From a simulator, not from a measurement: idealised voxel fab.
Process module heading - voxel capacitor over wiring
Xsec cut, 150 nm wide, square cell size 5 nm.
Square cells in a grid make up a cross-section in this document, and the grid is given as bands, listed from the top down, each one or more rows of cells. Within each band entry, the heights of the top and of the bottom of the band appear first, in that order and in nm; the materials of the band then follow from left to right, each with its corresponding width in nm. The designation "full width" on a single material indicates that it fills the band from edge to edge; the designation "air" indicates empty space. It should be noted that heights are counted from 0, beneath which the wafer as supplied is of one material throughout, and that the lowest band possesses no lower boundary but continues downward, as written in "0 down". The two numbers in a width such as "30->40" mark its ends across the band: the first belongs to the top row of cells, the second to the bottom row, and from each row to the next the width moves by the same amount. "same as before" for a step: no cell of the cross-section changed in that step. What "Enclosed cavities" gives you is every empty space of 8 cells or more that is cut off from the top. Each appears as width x height at distance, with the distance taken from the left edge and width, height and distance all in nm. after a step's settings: what the simulator itself notes on the step. The line of a step may include "overlay nm". On a step with a mask, this value is how far to the right of its planned place the mask lay. A negative value means the mask lay to the left.
THE FOLLOWING LIST GIVES THE PLANNED PROCESS STEPS
1. RECEIVE | material Si
2. CONFORMAL_DEP | material SiO2 | thk nm 15
3. CONFORMAL_DEP | material SiN | thk nm 5
4. DIRECTIONAL_DEP | material lowk | thk nm 25
5. PATTERN | tone open | mask id METAL_1 | material resist | width nm 25 | pitch nm 95 | thk nm 20 | overlay nm 0
6. DIRECTIONAL_ETCH | etch materials lowk | depth nm 25
7. DIRECTIONAL_ETCH | etch materials SiN | depth nm 5
8. STRIP | etch materials resist
9. CONFORMAL_DEP | material TiN | thk nm 5
10. FILL_DEP | material Cu | thk nm 10
11. CMP | height nm 45
12. CONFORMAL_DEP | material SiCN | thk nm 5
13. DIRECTIONAL_DEP | material lowk | thk nm 20
14. DIRECTIONAL_DEP | material aC | thk nm 15
15. PATTERN | tone open | mask id PLUG_1 | material resist | width nm 15 | thk nm 35 | overlay nm 0
16. DIRECTIONAL_ETCH | etch materials aC | depth nm 15
17. STRIP | etch materials resist
18. DIRECTIONAL_ETCH | etch materials lowk | depth nm 20
19. DIRECTIONAL_ETCH | etch materials SiCN | depth nm 5
20. STRIP | etch materials aC
21. CONFORMAL_DEP | material TiN | thk nm 5
22. FILL_DEP | material Ru | thk nm 10
23. CMP | height nm 70
24. DIRECTIONAL_DEP | material TiN | thk nm 5
25. DIRECTIONAL_DEP | material Al2O3 | thk nm 5
26. DIRECTIONAL_DEP | material TiN | thk nm 10
27. DIRECTIONAL_DEP | material aC | thk nm 10
28. PATTERN | tone cover | mask id UPPER_PLATE | material resist | width nm 75 | thk nm 30 | overlay nm 0
29. DIRECTIONAL_ETCH | etch materials aC | depth nm 10
30. STRIP | etch materials resist
31. DIRECTIONAL_ETCH | etch materials TiN | depth nm 10
32. DIRECTIONAL_ETCH | etch materials Al2O3 | depth nm 5
33. STRIP | etch materials aC
34. MASKED_ETCH | tone cover | mask id LOWER_PLATE | width nm 85 | etch materials TiN | depth nm 5 | overlay nm 0
35. FILL_DEP | material SiO2 | thk nm 20
36. CMP | height nm 105
37. DIRECTIONAL_DEP | material aC | thk nm 15
38. PATTERN | tone open | mask id PLUG_2 | material resist | width nm 15 | thk nm 30 | overlay nm 0
39. DIRECTIONAL_ETCH | etch materials aC | depth nm 15
40. STRIP | etch materials resist
41. DIRECTIONAL_ETCH | etch materials SiO2 | depth nm 15
42. STRIP | etch materials aC
43. CONFORMAL_DEP | material TiN | thk nm 5
44. FILL_DEP | material Cu | thk nm 10
45. CMP | height nm 105
46. CONFORMAL_DEP | material SiN | thk nm 5
SO THIS IS THE INCOMING WAFER IN CROSS-SECTION - IT'S ALREADY BEEN THROUGH STEP 1
- 0 down | Si full width
- Enclosed cavities: none
SAME STARTING WAFER, SAME PLAN AS ABOVE, ONE MISTAKE IN THE EXECUTION; THIS IS THE CROSS-SECTION AT THE END OF THE MODULE
- 110 to 105 | SiN full width
- 105 to 95 | SiO2 (35) | TiN (5) | Cu (5) | TiN (5) | SiO2 (100)
- 95 to 90 | SiO2 (35) | TiN (15) | SiO2 (100)
- 90 to 80 | SiO2 (25) | TiN (75) | SiO2 (50)
- 80 to 75 | SiO2 (25) | Al2O3 (75) | SiO2 (50)
- 75 to 70 | SiO2 (20) | TiN (85) | SiO2 (45)
- 70 to 50 | lowk (25) | TiN (5) | Ru (5) | TiN (5) | lowk (110)
- 50 to 45 | SiCN (25) | TiN (15) | SiCN (110)
- 45 to 35 | lowk (15) | TiN (5) | Cu (15) | TiN (5) | lowk (70) | TiN (5) | Cu (15) | TiN (5) | lowk (15)
- 35 to 30 | SiN (15) | TiN (25) | SiN (70) | TiN (25) | SiN (15)
- 30 to 0 | SiO2 full width
- 0 down | Si full width
- Enclosed cavities: none
Plan not followed: step 2, plan: ran twice
